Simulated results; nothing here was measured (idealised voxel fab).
Title: Process Module voxel air gaps
It is cross-section cut that appears here, measuring 215 nm in width, its square cells being 5 nm in size.
Cross-section = grid of square cells, listed top down in bands; band = one or more rows.
Heights first: top, then bottom, in nm. Then materials, left to right, each with a width in nm. "edge to edge" on a single material: fills the band edge to edge. "blank": empty space.
All heights in this document are referenced to 0, defined as the level beneath which the wafer, as received, consists entirely of one material. The lowest band is not bounded below; it extends indefinitely downward and is written in the form "from 0 down".
Note: "30->40" means the width goes from the first number (top row of the band) to the second number (bottom row) in equal steps per row of cells.
What does "left unchanged" mean for a step? It means no cell of the cross-section changed in that step.
For the entry "Trapped voids", the listed items are empty spaces with no open way to the top whose size is 8 cells or more; each item follows the pattern width x height at distance, where distance is from the left edge and all three are in nm.
Read whatever lies past the settings on a step's line as the simulator's own remark about the step.
A step line may carry the setting "overlay nm", which, for steps involving a mask, states the distance by which the mask lay to the right of its intended position; negative values denote displacement to the left.
Set out below are the planned steps of the process:
1. op RECEIVE | material Si
2. op CONFORMAL_DEP | material SiO2 | thk nm 10
3. op CONFORMAL_DEP | material SiN | thk nm 5
4. op DIRECTIONAL_DEP | material lowk | thk nm 35
5. op DIRECTIONAL_DEP | material aC | thk nm 15
6. op PATTERN | tone open | mask id LINES | material resist | width nm 15 | pitch nm 45 | thk nm 35 | overlay nm 0
7. op DIRECTIONAL_ETCH | etch materials aC | depth nm 15
8. op STRIP | etch materials resist
9. op DIRECTIONAL_ETCH | etch materials lowk | depth nm 35
10. op STRIP | etch materials aC
11. op CONFORMAL_DEP | material TiN | thk nm 5
12. op FILL_DEP | material Ru | thk nm 10
13. op CMP | height nm 50
14. op EPI | material Ru | thk nm 10
15. op SELECTIVE_ETCH | etch materials lowk | depth nm 45
16. op CONFORMAL_DEP | material SiN | thk nm 5
Cross-section of the incoming wafer, state after step 1:
* from 0 down = Si edge to edge
* Trapped voids: none
Cross-section at module end, one run error; start and plan unchanged from above:
* from 55 to 45 = SiN edge to edge
* from 45 to 10 = lowk edge to edge
* from 10 to 0 = SiO2 edge to edge
* from 0 down = Si edge to edge
* Trapped voids: none
What went wrong in running the wafer? sequence error: steps 3 and 4 interchanged
